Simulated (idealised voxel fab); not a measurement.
The document below concerns the process module designated voxel wiring stack.
It is cross-section cut that appears here, measuring 235 nm in width, its square cells being 5 nm in size.
If you're reading a cross-section in this doc, picture square cells in a grid; it comes to you as bands, top ones listed first down to the bottom, and a band can be one or more rows of cells. The entry gives the band's vertical extent as a top height and a bottom height in nm, then its horizontal make-up as materials from left to right, each with a width in nm. "empty" stands for empty space; a single material marked "edge to edge" fills the band edge to edge. Height 0 is the level under which the wafer as received is all one material. The lowest band goes on downwards, as in "z 0 and below". So if you see something like "30->40" for the width, read it as the top row of the band sitting at the first number and the bottom row at the second, with every row in between moving by the same amount as the last. Any step labelled "nothing different" changed none of the cells in the cross-section. What "Sealed void listing" gives you is every empty space of 8 cells or more that is cut off from the top. Each appears as width x height at distance, with the distance taken from the left edge and width, height and distance all in nm. after a step's settings: what the simulator itself notes on the step. Regarding "overlay nm": on a step with a mask, it is the distance the mask lay to the right of its planned place; a negative value places it to the left.
[Steps planned for the process]
1: RECEIVE (material Si)
2: CONFORMAL_DEP (material SiO2; thk nm 15)
3: DIRECTIONAL_DEP (material TiN; thk nm 5)
4: DIRECTIONAL_DEP (material W; thk nm 25)
5: PATTERN (tone cover; mask id METAL_1; material resist; width nm 20; pitch nm 40; thk nm 15; overlay nm 0)
6: DIRECTIONAL_ETCH (etch materials W; depth nm 25)
7: DIRECTIONAL_ETCH (etch materials TiN; depth nm 5)
8: STRIP (etch materials resist)
9: FILL_DEP (material lowk; thk nm 5)
10: CMP (height nm 45)
11: CONFORMAL_DEP (material SiCN; thk nm 5)
12: DIRECTIONAL_DEP (material SiO2; thk nm 15)
13: PATTERN (tone open; mask id PLUG_1; material resist; width nm 15; pitch nm 40; thk nm 20; overlay nm 0)
14: DIRECTIONAL_ETCH (etch materials SiO2; depth nm 15)
15: DIRECTIONAL_ETCH (etch materials SiCN; depth nm 5)
16: STRIP (etch materials resist)
17: CONFORMAL_DEP (material TiN; thk nm 5)
18: FILL_DEP (material W; thk nm 10)
19: CMP (height nm 65)
20: CONFORMAL_DEP (material SiCN; thk nm 5)
21: DIRECTIONAL_DEP (material SiO2; thk nm 20)
22: PATTERN (tone open; mask id METAL_2; material resist; width nm 20; pitch nm 40; thk nm 15; overlay nm 0)
23: DIRECTIONAL_ETCH (etch materials SiO2; depth nm 20)
24: DIRECTIONAL_ETCH (etch materials SiCN; depth nm 5)
25: STRIP (etch materials resist)
26: CONFORMAL_DEP (material TiN; thk nm 5)
27: FILL_DEP (material Cu; thk nm 10)
28: CMP (height nm 90)
29: EPI (material Ru; thk nm 5)
30: FILL_DEP (material SiCN; thk nm 5)
31: DIRECTIONAL_DEP (material lowk; thk nm 30)
32: PATTERN (tone open; mask id METAL_3; material resist; width nm 20; pitch nm 40; thk nm 20; overlay nm 0)
33: DIRECTIONAL_ETCH (etch materials lowk; depth nm 20)
34: STRIP (etch materials resist)
35: DIRECTIONAL_DEP (material aC; thk nm 10)
36: PATTERN (tone open; mask id METAL_3_HOLES; material resist; width nm 15; thk nm 25; overlay nm 0)
37: DIRECTIONAL_ETCH (etch materials aC; depth nm 10)
38: STRIP (etch materials resist)
39: DIRECTIONAL_ETCH (etch materials lowk; depth nm 10)
40: DIRECTIONAL_ETCH (etch materials SiCN; depth nm 5)
41: STRIP (etch materials aC)
42: CONFORMAL_DEP (material TiN; thk nm 5)
43: FILL_DEP (material Ru; thk nm 5)
44: CMP (height nm 130)
45: CONFORMAL_DEP (material SiCN; thk nm 5)
46: DIRECTIONAL_DEP (material lowk; thk nm 10)
47: DIRECTIONAL_DEP (material aC; thk nm 10)
48: PATTERN (tone open; mask id PLUG_3; material resist; width nm 15; pitch nm 40; thk nm 25; overlay nm 0)
49: DIRECTIONAL_ETCH (etch materials aC; depth nm 10)
50: STRIP (etch materials resist)
51: DIRECTIONAL_ETCH (etch materials lowk; depth nm 10)
52: DIRECTIONAL_ETCH (etch materials SiCN; depth nm 5)
53: STRIP (etch materials aC)
54: CONFORMAL_DEP (material TiN; thk nm 5)
55: FILL_DEP (material Cu; thk nm 5)
56: CMP (height nm 145)
57: DIRECTIONAL_DEP (material TiN; thk nm 5)
58: DIRECTIONAL_DEP (material Ru; thk nm 15)
59: DIRECTIONAL_DEP (material aC; thk nm 10)
60: PATTERN (tone cover; mask id METAL_4; material resist; width nm 20; pitch nm 40; thk nm 30; overlay nm 0)
61: DIRECTIONAL_ETCH (etch materials aC; depth nm 10)
62: STRIP (etch materials resist)
63: DIRECTIONAL_ETCH (etch materials Ru; depth nm 15)
64: DIRECTIONAL_ETCH (etch materials TiN; depth nm 5)
65: STRIP (etch materials aC)
66: CONFORMAL_DEP (material SiN; thk nm 5)
67: FILL_DEP (material SiO2; thk nm 10)
68: CMP (height nm 165)
69: CONFORMAL_DEP (material SiCN; thk nm 5)
[Cross-section, incoming material, after step 1]
- z 0 and below  Si edge to edge
- Sealed void listing: none
[One mistake in running the module, otherwise start and plan as above: cross-section at the end]
- z 170 to 165  SiCN edge to edge
- z 165 to 150  80 of SiO2, 5 of SiN, 20 of Ru, 5 of SiN, 10 of SiO2, 5 of SiN, 20 of Ru, 5 of SiN, 85 of SiO2
- z 150 to 145  85 of SiN, 20 of TiN, 20 of SiN, 20 of TiN, 90 of SiN
- z 145 to 135  85 of lowk, 5 of TiN, 5 of Cu, 5 of TiN, 25 of lowk, 5 of TiN, 5 of Cu, 5 of TiN, 95 of lowk
- z 135 to 130  85 of SiCN, 15 of TiN, 25 of SiCN, 15 of TiN, 95 of SiCN
- z 130 to 115  85 of lowk, 5 of TiN, 10 of Ru, 5 of TiN, 20 of lowk, 5 of TiN, 10 of Ru, 5 of TiN, 90 of lowk
- z 115 to 110  85 of lowk, 5 of TiN, 5 of Ru, 10 of TiN, 20 of lowk, 20 of TiN, 90 of lowk
- z 110 to 100  85 of lowk, 5 of TiN, 5 of Ru, 5 of TiN, 135 of lowk
- z 100 to 95  85 of SiCN, 15 of TiN, 135 of SiCN
- z 95 to 90  80 of SiCN, 30 of Ru, 10 of SiCN, 30 of Ru, 85 of SiCN
- z 90 to 70  85 of SiO2, 5 of TiN, 10 of SiCN, 5 of TiN, 20 of SiO2, 5 of TiN, 10 of SiCN, 5 of TiN, 90 of SiO2
- z 70 to 65  85 of SiCN, 20 of TiN, 20 of SiCN, 20 of TiN, 90 of SiCN
- z 65 to 50  85 of SiO2, 5 of TiN, 5 of W, 5 of TiN, 25 of SiO2, 5 of TiN, 5 of W, 5 of TiN, 95 of SiO2
- z 50 to 45  85 of SiCN, 15 of TiN, 25 of SiCN, 15 of TiN, 95 of SiCN
- z 45 to 20  85 of lowk, 20 of W, 20 of lowk, 20 of W, 90 of lowk
- z 20 to 15  85 of lowk, 20 of TiN, 20 of lowk, 20 of TiN, 90 of lowk
- z 15 to 0  SiO2 edge to edge
- z 0 and below  Si edge to edge
- Sealed void listing: none
Processing error: not per plan at step 27, really ran FILL_DEP (material SiCN; thk nm 10)
